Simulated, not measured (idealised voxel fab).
This is a process module. Its name is voxel self aligned vias.
In the cross-section labelled cut, the width is 280 nm and each square cell is 5 nm.
For the purposes of this document, a cross-section shall be understood as a grid of square cells, specified as bands listed in top-to-bottom order, each band consisting of one or more rows of cells. Quick guide to a band line: top height, bottom height (nm) up front; then every material left to right with its width in nm. Only one material and it's marked "all across"? Then it fills the band edge to edge. And "empty" just means empty space. Basically, 0 is our baseline, since under it the wafer straight out of the box is all one material. The bottom band has no lower end and keeps on going down, so it looks like "0 nm and below". Note: "30..40" means the width goes from the first number (top row of the band) to the second number (bottom row) in equal steps per row of cells. "nothing different" for a step: no cell of the cross-section changed in that step. You'll see "Trapped cavities" listing empty spaces that have no way open to the top, as long as they're 8 cells or more; the notation is width x height at distance, where the distance is from the left edge, and all of it is in nm. Post-settings text on a step line: simulator's own remark regarding the step. overlay nm: where the mask lay relative to plan, measured to the right, on steps with a mask; negatives go left.
-- Process steps (planned)
1. RECEIVE,material Si
2. CONFORMAL_DEP,material SiO2,thk nm 10
3. CONFORMAL_DEP,material SiCN,thk nm 5
4. DIRECTIONAL_DEP,material lowk,thk nm 20
5. DIRECTIONAL_DEP,material aC,thk nm 10
6. PATTERN,tone open,mask id LINES,material resist,width nm 30,pitch nm 65,thk nm 30,overlay nm 0
7. DIRECTIONAL_ETCH,etch materials aC,depth nm 10
8. STRIP,etch materials resist
9. DIRECTIONAL_ETCH,etch materials lowk,depth nm 20
10. STRIP,etch materials aC
11. CONFORMAL_DEP,material TiN,thk nm 5
12. FILL_DEP,material W,thk nm 10
13. CMP,height nm 35
14. SELECTIVE_ETCH,etch materials W Ru TiN,depth nm 5
15. FILL_DEP,material SiN,thk nm 5
16. CMP,height nm 35
17. DIRECTIONAL_DEP,material lowk,thk nm 20
18. PATTERN,tone open,mask id VIAS,material resist,width nm 40,thk nm 20,overlay nm 0
19. DIRECTIONAL_ETCH,etch materials lowk,depth nm 20
20. DIRECTIONAL_ETCH,etch materials SiN,depth nm 5
21. STRIP,etch materials resist
22. CONFORMAL_DEP,material TiN,thk nm 5
23. FILL_DEP,material Cu,thk nm 5
24. CMP,height nm 55
25. CONFORMAL_DEP,material SiN,thk nm 5
-- first wafer, as planned
-- As-received wafer cross-section (after step 1)
- 0 nm and below = Si all across
- Trapped cavities: none
-- So this is the wafer cross-section right after step 2
- 10 nm to 0 nm = SiO2 all across
- No changes below 0.
-- So this is the wafer cross-section right after step 3
- 15 nm to 10 nm = SiCN all across
- No changes below 10.
-- So this is the wafer cross-section right after step 4
- 35 nm to 15 nm = lowk all across
- No changes below 15.
-- So this is the wafer cross-section right after step 5
- 45 nm to 35 nm = aC all across
- No changes below 35.
-- So this is the wafer cross-section right after step 6
- 75 nm to 45 nm = 90 of resist, 30 of empty, 35 of resist, 30 of empty, 95 of resist
- No changes below 45.
-- So this is the wafer cross-section right after step 7
- 65 nm to 45 nm = 90 of resist, 30 of empty, 35 of resist, 30 of empty, 95 of resist
- 45 nm to 35 nm = 90 of aC, 30 of empty, 35 of aC, 30 of empty, 95 of aC
- No changes below 35.
-- So this is the wafer cross-section right after step 8
- 45 nm to 35 nm = 90 of aC, 30 of empty, 35 of aC, 30 of empty, 95 of aC
- No changes below 35.
-- So this is the wafer cross-section right after step 9
- 45 nm to 35 nm = 90 of aC, 30 of empty, 35 of aC, 30 of empty, 95 of aC
- 35 nm to 15 nm = 90 of lowk, 30 of empty, 35 of lowk, 30 of empty, 95 of lowk
- No changes below 15.
-- So this is the wafer cross-section right after step 10
- 35 nm to 15 nm = 90 of lowk, 30 of empty, 35 of lowk, 30 of empty, 95 of lowk
- No changes below 15.
-- So this is the wafer cross-section right after step 11
- 40 nm to 35 nm = 95 of TiN, 20 of empty, 45 of TiN, 20 of empty, 100 of TiN
- 35 nm to 20 nm = 90 of lowk, 5 of TiN, 20 of empty, 5 of TiN, 35 of lowk, 5 of TiN, 20 of empty, 5 of TiN, 95 of lowk
- 20 nm to 15 nm = 90 of lowk, 30 of TiN, 35 of lowk, 30 of TiN, 95 of lowk
- No changes below 15.
-- So this is the wafer cross-section right after step 12
- 50 nm to 40 nm = W all across
- 40 nm to 35 nm = 95 of TiN, 20 of W, 45 of TiN, 20 of W, 100 of TiN
- 35 nm to 20 nm = 90 of lowk, 5 of TiN, 20 of W, 5 of TiN, 35 of lowk, 5 of TiN, 20 of W, 5 of TiN, 95 of lowk
- No changes below 20.
-- So this is the wafer cross-section right after step 13
- 35 nm to 20 nm = 90 of lowk, 5 of TiN, 20 of W, 5 of TiN, 35 of lowk, 5 of TiN, 20 of W, 5 of TiN, 95 of lowk
- No changes below 20.
-- So this is the wafer cross-section right after step 14
- 35 nm to 30 nm = 90 of lowk, 30 of empty, 35 of lowk, 30 of empty, 95 of lowk
- No changes below 30.
-- So this is the wafer cross-section right after step 15
- 40 nm to 35 nm = SiN all across
- 35 nm to 30 nm = 90 of lowk, 30 of SiN, 35 of lowk, 30 of SiN, 95 of lowk
- No changes below 30.
-- So this is the wafer cross-section right after step 16
- 35 nm to 30 nm = 90 of lowk, 30 of SiN, 35 of lowk, 30 of SiN, 95 of lowk
- No changes below 30.
-- So this is the wafer cross-section right after step 17
- 55 nm to 35 nm = lowk all across
- No changes below 35.
-- So this is the wafer cross-section right after step 18
- 75 nm to 55 nm = 85 of resist, 40 of empty, 155 of resist
- No changes below 55.
-- So this is the wafer cross-section right after step 19
- 75 nm to 55 nm = 85 of resist, 40 of empty, 155 of resist
- 55 nm to 35 nm = 85 of lowk, 40 of empty, 155 of lowk
- No changes below 35.
-- So this is the wafer cross-section right after step 20
- 75 nm to 55 nm = 85 of resist, 40 of empty, 155 of resist
- 55 nm to 35 nm = 85 of lowk, 40 of empty, 155 of lowk
- 35 nm to 30 nm = 90 of lowk, 30 of empty, 35 of lowk, 30 of SiN, 95 of lowk
- No changes below 30.
-- So this is the wafer cross-section right after step 21
- 55 nm to 35 nm = 85 of lowk, 40 of empty, 155 of lowk
- No changes below 35.
-- So this is the wafer cross-section right after step 22
- 60 nm to 55 nm = 90 of TiN, 30 of empty, 160 of TiN
- 55 nm to 40 nm = 85 of lowk, 5 of TiN, 30 of empty, 5 of TiN, 155 of lowk
- 40 nm to 35 nm = 85 of lowk, 10 of TiN, 20 of empty, 10 of TiN, 155 of lowk
- 35 nm to 30 nm = 90 of lowk, 30 of TiN, 35 of lowk, 30 of SiN, 95 of lowk
- No changes below 30.
-- So this is the wafer cross-section right after step 23
- 65 nm to 60 nm = Cu all across
- 60 nm to 55 nm = 90 of TiN, 30 of Cu, 160 of TiN
- 55 nm to 40 nm = 85 of lowk, 5 of TiN, 30 of Cu, 5 of TiN, 155 of lowk
- 40 nm to 35 nm = 85 of lowk, 10 of TiN, 20 of Cu, 10 of TiN, 155 of lowk
- No changes below 35.
-- So this is the wafer cross-section right after step 24
- 55 nm to 40 nm = 85 of lowk, 5 of TiN, 30 of Cu, 5 of TiN, 155 of lowk
- No changes below 40.
-- So this is the wafer cross-section right after step 25
- 60 nm to 55 nm = SiN all across
- No changes below 55.
-- Second Wafer (Identical Start and Plan, One Processing Error; Matches First Wafer Through Step 3)
-- Second wafer, section view, time point: scheduled end of step 4
- 35 nm to 15 nm = W all across
- No changes below 15.
-- Second wafer, section view, time point: scheduled end of step 5
- 45 nm to 35 nm = aC all across
- No changes below 35.
-- Second wafer, section view, time point: scheduled end of step 6
- 75 nm to 45 nm = 90 of resist, 30 of empty, 35 of resist, 30 of empty, 95 of resist
- No changes below 45.
-- Second wafer, section view, time point: scheduled end of step 7
- 65 nm to 45 nm = 90 of resist, 30 of empty, 35 of resist, 30 of empty, 95 of resist
- 45 nm to 35 nm = 90 of aC, 30 of empty, 35 of aC, 30 of empty, 95 of aC
- No changes below 35.
-- Second wafer, section view, time point: scheduled end of step 8
- 45 nm to 35 nm = 90 of aC, 30 of empty, 35 of aC, 30 of empty, 95 of aC
- No changes below 35.
Second wafer, section view, time point: scheduled end of step 9: nothing different
-- Second wafer, section view, time point: scheduled end of step 10
- 35 nm to 15 nm = W all across
- No changes below 15.
-- Second wafer, section view, time point: scheduled end of step 11
- 40 nm to 35 nm = TiN all across
- No changes below 35.
-- Second wafer, section view, time point: scheduled end of step 12
- 50 nm to 40 nm = W all across
- No changes below 40.
-- Second wafer, section view, time point: scheduled end of step 13
- 35 nm to 15 nm = W all across
- No changes below 15.
-- Second wafer, section view, time point: scheduled end of step 14
- 30 nm to 15 nm = W all across
- No changes below 15.
-- Second wafer, section view, time point: scheduled end of step 15
- 35 nm to 30 nm = SiN all across
- No changes below 30.
Second wafer, section view, time point: scheduled end of step 16: nothing different
-- Second wafer, section view, time point: scheduled end of step 17
- 55 nm to 35 nm = lowk all across
- No changes below 35.
-- Second wafer, section view, time point: scheduled end of step 18
- 75 nm to 55 nm = 85 of resist, 40 of empty, 155 of resist
- No changes below 55.
-- Second wafer, section view, time point: scheduled end of step 19
- 75 nm to 55 nm = 85 of resist, 40 of empty, 155 of resist
- 55 nm to 35 nm = 85 of lowk, 40 of empty, 155 of lowk
- No changes below 35.
-- Second wafer, section view, time point: scheduled end of step 20
- 75 nm to 55 nm = 85 of resist, 40 of empty, 155 of resist
- 55 nm to 35 nm = 85 of lowk, 40 of empty, 155 of lowk
- 35 nm to 30 nm = 85 of SiN, 40 of empty, 155 of SiN
- No changes below 30.
-- Second wafer, section view, time point: scheduled end of step 21
- 55 nm to 35 nm = 85 of lowk, 40 of empty, 155 of lowk
- No changes below 35.
-- Second wafer, section view, time point: scheduled end of step 22
- 60 nm to 55 nm = 90 of TiN, 30 of empty, 160 of TiN
- 55 nm to 35 nm = 85 of lowk, 5 of TiN, 30 of empty, 5 of TiN, 155 of lowk
- 35 nm to 30 nm = 85 of SiN, 40 of TiN, 155 of SiN
- No changes below 30.
-- Second wafer, section view, time point: scheduled end of step 23
- 65 nm to 60 nm = Cu all across
- 60 nm to 55 nm = 90 of TiN, 30 of Cu, 160 of TiN
- 55 nm to 35 nm = 85 of lowk, 5 of TiN, 30 of Cu, 5 of TiN, 155 of lowk
- No changes below 35.
-- Second wafer, section view, time point: scheduled end of step 24
- 55 nm to 35 nm = 85 of lowk, 5 of TiN, 30 of Cu, 5 of TiN, 155 of lowk
- No changes below 35.
-- Second wafer, section view, time point: scheduled end of step 25
- 60 nm to 55 nm = SiN all across
- No changes below 55.
It is concluded that the wafer was processed incorrectly with respect to the plan, in that step 4 deviated from plan and actually ran as DIRECTIONAL_DEP,material W,thk nm 20
Final tally in cells, some materials are higher or lower on the second wafer than on the first: +2 Cu, +42 SiN, -20 TiN, +152 W, -176 lowk
